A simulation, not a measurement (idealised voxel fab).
Process module under the name voxel released beams
Xsec cut, 245 nm wide, square cell size 5 nm.
Cross-sections here: square-cell grids, written as top-down lists of bands, a band being one or more rows of cells.
Within each band entry, the heights of the top and of the bottom of the band appear first, in that order and in nm; the materials of the band then follow from left to right, each with its corresponding width in nm. The designation "full width" on a single material indicates that it fills the band from edge to edge; the designation "air" indicates empty space.
Heights are expressed relative to 0, this being the level below which the as-received wafer comprises one material exclusively. The lowest band is unbounded in the downward direction and is denoted as in "0 -> down".
So if you see something like "30 to 40" for the width, read it as the top row of the band sitting at the first number and the bottom row at the second, with every row in between moving by the same amount as the last.
For the purposes of this document, the phrase "no alteration" attached to a step denotes that no cell within the cross-section was modified by that step.
"Internal closed voids": sealed empty spaces, 8 cells or more, no open way to top, listed width x height at distance, with distance from the left edge and width, height and distance in nm.
On each step's line, the part that comes after the settings is the simulator's own comment on the step.
Regarding "overlay nm": on a step with a mask, it is the distance the mask lay to the right of its planned place; a negative value places it to the left.

# Here's what the planned process steps look like
1: RECEIVE (material Si)
2: CONFORMAL_DEP (material Al2O3; thk nm 5)
3: DIRECTIONAL_DEP (material SiO2; thk nm 10)
4: PATTERN (tone open; mask id ANCHOR; material resist; width nm 25; thk nm 20; overlay nm 0)
5: DIRECTIONAL_ETCH (etch materials SiO2; depth nm 10)
6: STRIP (etch materials resist)
7: CONFORMAL_DEP (material SiN; thk nm 10)
8: MASKED_ETCH (tone cover; mask id BEAM; width nm 105; etch materials SiN; depth nm 10; overlay nm 0)
9: STRIP (etch materials SiO2)

# The first of a set of two wafers, run to plan

# as received, after step 1
- 0 -> down  Si full width
- Internal closed voids: none

# Wafer section view after processing step 2
- 5 -> 0  Al2O3 full width
- Lower than 0, everything is as it was.

# Wafer section view after processing step 3
- 15 -> 5  SiO2 full width
- Lower than 5, everything is as it was.

# Wafer section view after processing step 4
- 35 -> 15  70 of resist / 25 of air / 150 of resist
- Lower than 15, everything is as it was.

# Wafer section view after processing step 5
- 35 -> 15  70 of resist / 25 of air / 150 of resist
- 15 -> 5  70 of SiO2 / 25 of air / 150 of SiO2
- Lower than 5, everything is as it was.

# Wafer section view after processing step 6
- 15 -> 5  70 of SiO2 / 25 of air / 150 of SiO2
- Lower than 5, everything is as it was.

# Wafer section view after processing step 7
- 25 -> 15  80 of SiN / 5 of air / 160 of SiN
- 15 -> 5  70 of SiO2 / 25 of SiN / 150 of SiO2
- Lower than 5, everything is as it was.

# Wafer section view after processing step 8
- 25 -> 15  65 of air / 15 of SiN / 5 of air / 85 of SiN / 75 of air
- Lower than 15, everything is as it was.

# Wafer section view after processing step 9
- 25 -> 15  65 of air / 15 of SiN / 5 of air / 85 of SiN / 75 of air
- 15 -> 5  70 of air / 25 of SiN / 150 of air
- Lower than 5, everything is as it was.

# Now the other wafer: same start, same recipe, but we messed up one thing when running it. Up to and including step 1 it's the same as the first one

Second wafer, section view, time point: scheduled end of step 2: no alteration

# Second wafer, section view, time point: scheduled end of step 3
- 10 -> 0  SiO2 full width
- Lower than 0, everything is as it was.

# Second wafer, section view, time point: scheduled end of step 4
- 30 -> 10  70 of resist / 25 of air / 150 of resist
- Lower than 10, everything is as it was.

# Second wafer, section view, time point: scheduled end of step 5
- 30 -> 10  70 of resist / 25 of air / 150 of resist
- 10 -> 0  70 of SiO2 / 25 of air / 150 of SiO2
- Lower than 0, everything is as it was.

# Second wafer, section view, time point: scheduled end of step 6
- 10 -> 0  70 of SiO2 / 25 of air / 150 of SiO2
- Lower than 0, everything is as it was.

# Second wafer, section view, time point: scheduled end of step 7
- 20 -> 10  80 of SiN / 5 of air / 160 of SiN
- 10 -> 0  70 of SiO2 / 25 of SiN / 150 of SiO2
- Lower than 0, everything is as it was.

# Second wafer, section view, time point: scheduled end of step 8
- 20 -> 10  65 of air / 15 of SiN / 5 of air / 85 of SiN / 75 of air
- Lower than 10, everything is as it was.

# Second wafer, section view, time point: scheduled end of step 9
- 20 -> 10  65 of air / 15 of SiN / 5 of air / 85 of SiN / 75 of air
- 10 -> 0  70 of air / 25 of SiN / 150 of air
- Lower than 0, everything is as it was.
Here's what went sideways: the plan's step 2 was left out and never carried out
Materials where the second wafer ends with more or fewer cells than the first: Al2O3: 49 fewer
